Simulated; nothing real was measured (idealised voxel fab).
This is a process module. Its name is voxel quadruple lines.
Square cell edge 5 nm, section width 240 nm, ID cut.
A cross-section in this document is a grid of square cells, and it is written down as bands, the top band listed before the ones below it; a band is made up of one or more rows of cells.
Heads up on the band format: heights come first, top then bottom, in nm. After that it's the materials left to right, each with its width in nm. A single material flagged "everywhere" fills the whole band edge to edge, and "blank" means there's empty space there.
Heads up on the height convention: 0 is the point under which the incoming wafer is all one material, and the lowest band has no bottom, it just keeps going down, like "top 0, no bottom".
Graded width ("30..40"): value in top row of band = first number; value in bottom row = second number; row-to-row change constant.
Take "no change occurred" at face value: in the step it is given for, the cross-section changed in none of its cells.
In the "Closed empty spaces" entry, you get each enclosed empty space of 8 cells or more, one with no open way to the top, written width x height at distance, distance from the left edge, in nm.
The remark found on a step's line after its settings is issued by the simulator itself and pertains to that step.
For masked steps, "overlay nm" on the step line gives how far right of plan the mask actually lay; a minus sign means it lay to the left.

**Below is the list of planned process steps**
1) RECEIVE,material Si
2) CONFORMAL_DEP,material SiO2,thk nm 10
3) DIRECTIONAL_DEP,material TiN,thk nm 15
4) DIRECTIONAL_DEP,material polySi,thk nm 20
5) DIRECTIONAL_DEP,material aC,thk nm 20
6) PATTERN,tone cover,mask id MANDREL,material resist,width nm 30,thk nm 30,overlay nm 0
7) DIRECTIONAL_ETCH,etch materials aC,depth nm 20
8) STRIP,etch materials resist
9) CONFORMAL_DEP,material SiO2,thk nm 10
10) DIRECTIONAL_ETCH,etch materials SiO2,depth nm 10
11) STRIP,etch materials aC
12) DIRECTIONAL_ETCH,etch materials polySi,depth nm 20
13) STRIP,etch materials SiO2
14) CONFORMAL_DEP,material SiCN,thk nm 10
15) DIRECTIONAL_ETCH,etch materials SiCN,depth nm 10
16) STRIP,etch materials polySi
17) DIRECTIONAL_ETCH,etch materials TiN,depth nm 15
18) STRIP,etch materials SiCN

**Shown in cross-section is the wafer as received, that is, as it stands after step 1**
  top 0, no bottom = Si everywhere
  Closed empty spaces: none

**Cross-section at module end, one run error; start and plan unchanged from above**
  top 25, bottom 10 = blank 85 | TiN 10 | blank 10 | TiN 10 | blank 15 | TiN 10 | blank 10 | TiN 10 | blank 80
  top 10, bottom 0 = SiO2 everywhere
  top 0, no bottom = Si everywhere
  Closed empty spaces: none
what went wrong: step 6 was processed under conditions differing from the plan, specifically as PATTERN,tone cover,mask id MANDREL,material resist,width nm 35,thk nm 30,overlay nm 0
